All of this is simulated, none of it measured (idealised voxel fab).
Process module name: voxel capacitor over wiring
Xsec cut, 260 nm wide, square cell size 5 nm.
Cross-section spec: square-cell grid; bands listed top down; each band is one or more rows. Band: top height; bottom height; in nm. Then, left to right: material with width in nm, for each material. "edge to edge": a single material spanning edge to edge. "blank": empty space. Basically, 0 is our baseline, since under it the wafer straight out of the box is all one material. The bottom band has no lower end and keeps on going down, so it looks like "from 0 down". The width entry "30..40" should be interpreted row by row: the top row of cells in the band takes the first number, the bottom row takes the second number, and the change between adjacent rows is uniform throughout. Given "stayed the same" for a step, no cell of the cross-section differs between before and after that step. What "Closed internal cavities" gives you is every empty space of 8 cells or more that is cut off from the top. Each appears as width x height at distance, with the distance taken from the left edge and width, height and distance all in nm. Heads up: the bit after the settings on a step's line is the simulator's remark on that step. "overlay nm" on a masked step: distance the mask lay right of its planned place, negative for left.

THE PLANNED PROCESS STEPS ARE ENUMERATED HEREUNDER
1,RECEIVE with material Si
2,CONFORMAL_DEP with material SiO2, thk nm 10
3,DIRECTIONAL_DEP with material TiN, thk nm 5
4,DIRECTIONAL_DEP with material W, thk nm 20
5,DIRECTIONAL_DEP with material aC, thk nm 15
6,PATTERN with tone cover, mask id METAL_1, material resist, width nm 25, pitch nm 90, thk nm 35, overlay nm 0
7,DIRECTIONAL_ETCH with etch materials aC, depth nm 15
8,STRIP with etch materials resist
9,DIRECTIONAL_ETCH with etch materials W, depth nm 20
10,DIRECTIONAL_ETCH with etch materials TiN, depth nm 5
11,STRIP with etch materials aC
12,FILL_DEP with material lowk, thk nm 5
13,CMP with height nm 35
14,CONFORMAL_DEP with material SiCN, thk nm 5
15,DIRECTIONAL_DEP with material lowk, thk nm 10
16,MASKED_ETCH with tone open, mask id PLUG_1, width nm 15, etch materials lowk, depth nm 10, overlay nm 0
17,MASKED_ETCH with tone open, mask id PLUG_1, width nm 15, etch materials SiCN, depth nm 5, overlay nm 0
18,EPI with material Ru, thk nm 10
19,EPI with material Ru, thk nm 5
20,DIRECTIONAL_DEP with material TiN, thk nm 10
21,DIRECTIONAL_DEP with material Al2O3, thk nm 5
22,DIRECTIONAL_DEP with material TiN, thk nm 10
23,PATTERN with tone cover, mask id UPPER_PLATE, material resist, width nm 70, thk nm 20, overlay nm 0
24,DIRECTIONAL_ETCH with etch materials TiN, depth nm 10
25,DIRECTIONAL_ETCH with etch materials Al2O3, depth nm 5
26,STRIP with etch materials resist
27,PATTERN with tone cover, mask id LOWER_PLATE, material resist, width nm 80, thk nm 15, overlay nm 0
28,DIRECTIONAL_ETCH with etch materials TiN, depth nm 10
29,STRIP with etch materials resist
30,FILL_DEP with material SiO2, thk nm 20
31,CMP with height nm 90
32,PATTERN with tone open, mask id PLUG_2, material resist, width nm 15, thk nm 15, overlay nm 0
33,DIRECTIONAL_ETCH with etch materials SiO2, depth nm 15
34,STRIP with etch materials resist
35,CONFORMAL_DEP with material TiN, thk nm 5
36,FILL_DEP with material W, thk nm 5
37,CMP with height nm 90
38,CONFORMAL_DEP with material SiCN, thk nm 5

CROSS-SECTION: WAFER ON ARRIVAL = AFTER STEP 1
- from 0 down: Si edge to edge
- Closed internal cavities: none

FINAL CROSS-SECTION, MODULE RUN WITH ONE MISTAKE (START AND PLAN AS ABOVE)
- from 95 to 90: SiCN edge to edge
- from 90 to 80: SiO2 90 | TiN 5 | W 5 | TiN 5 | SiO2 155
- from 80 to 75: SiO2 90 | TiN 15 | SiO2 155
- from 75 to 65: SiO2 95 | TiN 55 | SiO2 110
- from 65 to 60: SiO2 95 | Al2O3 55 | SiO2 110
- from 60 to 50: SiO2 75 | TiN 80 | SiO2 105
- from 50 to 45: lowk 80 | Al2O3 15 | lowk 165
- from 45 to 40: lowk 80 | TiN 15 | lowk 165
- from 40 to 35: SiCN 80 | TiN 15 | SiCN 165
- from 35 to 15: W 70 | lowk 25 | W 65 | lowk 25 | W 75
- from 15 to 10: TiN 70 | lowk 25 | TiN 65 | lowk 25 | TiN 75
- from 10 to 0: SiO2 edge to edge
- from 0 down: Si edge to edge
- Closed internal cavities: none
Processing error: rather than as planned, step 6 actually ran as PATTERN with tone open, mask id METAL_1, material resist, width nm 25, pitch nm 90, thk nm 35, overlay nm 0
